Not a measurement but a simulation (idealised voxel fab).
Process module heading - voxel transistor to metal
Displayed cross-section: cut, width of 155 nm, square cells sized 5 nm.
How to read a cross-section here: the picture is a grid of square cells, written as bands going from the top down, and any band can span one or more rows of cells.
Heights first: top, then bottom, in nm. Then materials, left to right, each with a width in nm. "throughout" on a single material: fills the band edge to edge. "air": empty space.
Below 0: as-received wafer, all one material; heights counted from there. Lowest band: no bottom, goes on down, written "0..down".
Think of "30->40" as a width that walks from the first number to the second as you go down the band, top row to bottom row, taking equal-sized steps from row to row.
"left unchanged", as given for a step, is the statement that not any cell of the cross-section underwent a change during that step.
Look at "Enclosed internal cavities" for the closed voids: empty spaces with no open path to the top, sized 8 cells or up. Each is width x height at distance, distance from the left edge, all nm.
after a step's settings: what the simulator itself notes on the step
overlay nm: mask right of planned place by this much (step with mask). Neg. = left.

The steps planned for the process are as follows:
1: RECEIVE, material Si
2: OXIDIZE, depth nm 5
3: CONFORMAL_DEP, material SiN, thk nm 10
4: PATTERN, tone cover, mask id ACTIVE, material resist, width nm 100, thk nm 20, overlay nm 0
5: DIRECTIONAL_ETCH, etch materials SiN, depth nm 10
6: DIRECTIONAL_ETCH, etch materials SiO2, depth nm 5
7: DIRECTIONAL_ETCH, etch materials Si, depth nm 20
8: STRIP, etch materials resist
9: OXIDIZE, depth nm 5
10: FILL_DEP, material SiO2, thk nm 5
11: CMP, height nm 10
12: SELECTIVE_ETCH, etch materials SiO2, depth nm 10
13: STRIP, etch materials SiN
14: SELECTIVE_ETCH, etch materials SiO2, depth nm 5
15: OXIDIZE, depth nm 5
16: DIRECTIONAL_DEP, material polySi, thk nm 20
17: DIRECTIONAL_DEP, material SiCN, thk nm 10
18: PATTERN, tone cover, mask id GATE, material resist, width nm 20, thk nm 20, overlay nm 0
19: DIRECTIONAL_ETCH, etch materials SiCN, depth nm 20
20: DIRECTIONAL_ETCH, etch materials polySi, depth nm 30
21: STRIP, etch materials resist
22: CONFORMAL_DEP, material SiN, thk nm 5
23: DIRECTIONAL_ETCH, etch materials SiN, depth nm 5
24: DIRECTIONAL_ETCH, etch materials SiO2, depth nm 5
25: DIRECTIONAL_ETCH, etch materials Si, depth nm 5
26: EPI, material pSi, thk nm 5
27: FILL_DEP, material SiO2, thk nm 10
28: CMP, height nm 25
29: DIRECTIONAL_DEP, material SiO2, thk nm 15
30: PATTERN, tone open, mask id CONTACT, material resist, width nm 30, pitch nm 60, thk nm 15, overlay nm 0
31: DIRECTIONAL_ETCH, etch materials SiO2, depth nm 50
32: STRIP, etch materials resist
33: CONFORMAL_DEP, material TiN, thk nm 5
34: FILL_DEP, material Ru, thk nm 10
35: CMP, height nm 40
36: CONFORMAL_DEP, material SiCN, thk nm 5
37: DIRECTIONAL_DEP, material SiO2, thk nm 20
38: DIRECTIONAL_DEP, material aC, thk nm 10
39: PATTERN, tone open, mask id METAL_1, material resist, width nm 20, pitch nm 70, thk nm 25, overlay nm 0
40: DIRECTIONAL_ETCH, etch materials aC, depth nm 10
41: STRIP, etch materials resist
42: DIRECTIONAL_ETCH, etch materials SiO2, depth nm 20
43: DIRECTIONAL_ETCH, etch materials SiCN, depth nm 5
44: STRIP, etch materials aC
45: CONFORMAL_DEP, material TiN, thk nm 5
46: FILL_DEP, material Ru, thk nm 10
47: CMP, height nm 65
48: EPI, material Ru, thk nm 5
49: FILL_DEP, material SiCN, thk nm 5
50: DIRECTIONAL_DEP, material lowk, thk nm 30
51: MASKED_ETCH, tone open, mask id METAL_2, width nm 20, pitch nm 70, etch materials lowk, depth nm 15, overlay nm 0
52: MASKED_ETCH, tone open, mask id METAL_2_HOLES, width nm 15, pitch nm 70, etch materials lowk, depth nm 15, overlay nm 0
53: MASKED_ETCH, tone open, mask id METAL_2_HOLES, width nm 15, pitch nm 70, etch materials SiCN, depth nm 5, overlay nm 0
54: CONFORMAL_DEP, material TiN, thk nm 5
55: FILL_DEP, material Ru, thk nm 10
56: CMP, height nm 105
57: CONFORMAL_DEP, material SiN, thk nm 5

Cross-section of the wafer upon arrival, representing the state reached after step 1:
* 0..down = Si throughout
* Enclosed internal cavities: none

The plan above was carried out on the starting structure above with one mistake, and this cross-section shows the wafer at the end of the module:
* 110..105 = SiN throughout
* 105..95 = lowk (30)  TiN (5)  Ru (10)  TiN (5)  lowk (50)  TiN (5)  Ru (10)  TiN (5)  lowk (35)
* 95..90 = lowk (30)  TiN (5)  Ru (5)  TiN (10)  lowk (50)  TiN (5)  Ru (5)  TiN (10)  lowk (35)
* 90..75 = lowk (30)  TiN (5)  Ru (5)  TiN (5)  lowk (55)  TiN (5)  Ru (5)  TiN (5)  lowk (40)
* 75..70 = SiCN (30)  TiN (15)  SiCN (55)  TiN (15)  SiCN (40)
* 70..65 = SiCN (25)  Ru (30)  SiCN (40)  Ru (30)  SiCN (30)
* 65..60 = SiO2 (30)  TiN (5)  Ru (10)  TiN (5)  SiO2 (50)  TiN (5)  Ru (10)  TiN (5)  SiO2 (35)
* 60..55 = SiCN (30)  TiN (20)  SiCN (50)  TiN (20)  SiCN (35)
* 55..45 = Ru throughout
* 45..40 = TiN (35)  Ru (20)  TiN (40)  Ru (20)  TiN (40)
* 40..25 = SiO2 (30)  TiN (5)  Ru (20)  TiN (5)  SiO2 (30)  TiN (5)  Ru (20)  TiN (5)  SiO2 (35)
* 25..15 = SiO2 (30)  TiN (5)  Ru (20)  TiN (5)  SiN (5)  SiCN (20)  SiN (5)  TiN (5)  Ru (20)  TiN (5)  SiO2 (35)
* 15..0 = SiO2 (30)  TiN (5)  Ru (20)  TiN (5)  SiN (5)  polySi (20)  SiN (5)  TiN (5)  Ru (20)  TiN (5)  SiO2 (35)
* 0..-5 = SiO2 (30)  TiN (5)  Ru (15)  TiN (10)  SiN (5)  polySi (20)  SiN (5)  TiN (10)  Ru (15)  TiN (5)  SiO2 (35)
* -5..-10 = SiO2 (30)  TiN (25)  pSi (5)  SiO2 (30)  pSi (5)  TiN (25)  SiO2 (35)
* -10..-15 = SiO2 (30)  pSi (30)  Si (30)  pSi (30)  SiO2 (35)
* -15..-30 = SiO2 (30)  Si (90)  SiO2 (35)
* -30..down = Si throughout
* Enclosed internal cavities: none
Heads up, the wafer didn't run the way we planned it: step 35 of the plan never got run, it was skipped over
